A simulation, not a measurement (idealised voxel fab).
The process module that follows is named voxel wiring stack.
We display cut, a cross-section 200 nm in width whose square cells are each 5 nm.
Notation: cross-section as square-cell grid; stated in bands, top first, going down; one or more cell rows per band. The entry gives the band's vertical extent as a top height and a bottom height in nm, then its horizontal make-up as materials from left to right, each with a width in nm. "air" stands for empty space; a single material marked "edge to edge" fills the band edge to edge. Where do heights start? At 0: under that level the wafer as delivered is made of one material only. And the lowest band has no floor; it just carries on downward, as in "0 -> down". A two-number width, for instance "30->40", indicates that the width is equal to the first number in the top row of the band and to the second number in the bottom row, and that it changes by a constant amount per row of cells. Key: "nothing was modified" - step with no changed cell in the cross-section. Closed-off voids of 8+ cells (no open route to the top) go in "Cavities, sealed", written width x height at distance from the left edge, in nm. Post-settings text on a step line: simulator's own remark regarding the step. overlay nm: on a step with a mask, how far right of its planned place the mask lay; negative means left.
Steps planned for the process:
- 1: RECEIVE: material Si
- 2: CONFORMAL_DEP: material SiO2, thk nm 10
- 3: DIRECTIONAL_DEP: material TiN, thk nm 5
- 4: DIRECTIONAL_DEP: material W, thk nm 25
- 5: DIRECTIONAL_DEP: material aC, thk nm 15
- 6: PATTERN: tone cover, mask id METAL_1, material resist, width nm 20, pitch nm 40, thk nm 35, overlay nm 0
- 7: DIRECTIONAL_ETCH: etch materials aC, depth nm 15
- 8: STRIP: etch materials resist
- 9: DIRECTIONAL_ETCH: etch materials W, depth nm 25
- 10: DIRECTIONAL_ETCH: etch materials TiN, depth nm 5
- 11: STRIP: etch materials aC
- 12: FILL_DEP: material lowk, thk nm 5
- 13: CMP: height nm 40
- 14: CONFORMAL_DEP: material SiCN, thk nm 5
- 15: DIRECTIONAL_DEP: material lowk, thk nm 10
- 16: DIRECTIONAL_DEP: material aC, thk nm 15
- 17: PATTERN: tone open, mask id PLUG_1, material resist, width nm 15, pitch nm 40, thk nm 35, overlay nm 0
- 18: DIRECTIONAL_ETCH: etch materials aC, depth nm 15
- 19: STRIP: etch materials resist
- 20: DIRECTIONAL_ETCH: etch materials lowk, depth nm 10
- 21: DIRECTIONAL_ETCH: etch materials SiCN, depth nm 5
- 22: STRIP: etch materials aC
- 23: EPI: material Ru, thk nm 10
- 24: EPI: material Ru, thk nm 5
- 25: CONFORMAL_DEP: material SiN, thk nm 5
- 26: DIRECTIONAL_DEP: material SiO2, thk nm 15
- 27: MASKED_ETCH: tone open, mask id METAL_2, width nm 20, pitch nm 40, etch materials SiO2, depth nm 15, overlay nm 0
- 28: MASKED_ETCH: tone open, mask id METAL_2, width nm 20, pitch nm 40, etch materials SiN, depth nm 5, overlay nm 0
- 29: CONFORMAL_DEP: material TiN, thk nm 5
- 30: FILL_DEP: material W, thk nm 5
- 31: CMP: height nm 75
- 32: EPI: material Ru, thk nm 5
- 33: FILL_DEP: material SiCN, thk nm 5
- 34: DIRECTIONAL_DEP: material SiO2, thk nm 15
- 35: DIRECTIONAL_DEP: material aC, thk nm 10
- 36: PATTERN: tone open, mask id PLUG_2, material resist, width nm 15, pitch nm 40, thk nm 25, overlay nm 0
- 37: DIRECTIONAL_ETCH: etch materials aC, depth nm 10
- 38: STRIP: etch materials resist
- 39: DIRECTIONAL_ETCH: etch materials SiO2, depth nm 15
- 40: DIRECTIONAL_ETCH: etch materials SiCN, depth nm 5
- 41: STRIP: etch materials aC
- 42: EPI: material Ru, thk nm 10
- 43: EPI: material Ru, thk nm 10
- 44: DIRECTIONAL_DEP: material TiN, thk nm 5
- 45: DIRECTIONAL_DEP: material W, thk nm 15
- 46: MASKED_ETCH: tone cover, mask id METAL_3, width nm 20, pitch nm 40, etch materials W, depth nm 15, overlay nm 0
- 47: MASKED_ETCH: tone cover, mask id METAL_3, width nm 20, pitch nm 40, etch materials TiN, depth nm 5, overlay nm 0
- 48: FILL_DEP: material SiO2, thk nm 10
- 49: CMP: height nm 120
- 50: CONFORMAL_DEP: material SiN, thk nm 5
Step 1 complete: cross-section of the wafer as received:
- 0 -> down: Si edge to edge
- Cavities, sealed: none
Same starting wafer, same plan as above, one mistake in the execution; this is the cross-section at the end of the module:
- 125 -> 120: SiN edge to edge
- 120 -> 115: SiO2: 50  W: 15  TiN: 5  SiO2: 20  W: 15  TiN: 5  SiO2: 20  W: 15  TiN: 5  SiO2: 50
- 115 -> 105: SiO2: 50  W: 15  SiO2: 25  W: 15  SiO2: 25  W: 15  SiO2: 55
- 105 -> 100: SiO2: 50  TiN: 15  SiO2: 25  TiN: 15  SiO2: 25  TiN: 15  SiO2: 55
- 100 -> 85: SiO2 edge to edge
- 85 -> 80: SiCN edge to edge
- 80 -> 75: SiCN: 45  Ru: 30  SiCN: 10  Ru: 30  SiCN: 10  Ru: 30  SiCN: 45
- 75 -> 60: SiO2: 50  TiN: 5  W: 10  TiN: 5  SiO2: 20  TiN: 5  W: 10  TiN: 5  SiO2: 20  TiN: 5  W: 10  TiN: 5  SiO2: 50
- 60 -> 55: SiN: 50  TiN: 20  SiN: 20  TiN: 20  SiN: 20  TiN: 20  SiN: 50
- 55 -> 45: lowk: 50  Ru: 15  lowk: 25  Ru: 15  lowk: 25  Ru: 15  lowk: 55
- 45 -> 40: SiCN: 50  Ru: 15  SiCN: 25  Ru: 15  SiCN: 25  Ru: 15  SiCN: 55
- 40 -> 15: lowk: 50  W: 20  lowk: 20  W: 20  lowk: 20  W: 20  lowk: 50
- 15 -> 10: lowk: 50  TiN: 20  lowk: 20  TiN: 20  lowk: 20  TiN: 20  lowk: 50
- 10 -> 0: SiO2 edge to edge
- 0 -> down: Si edge to edge
- Cavities, sealed: none
What was the processing mistake? step 34 was run twice
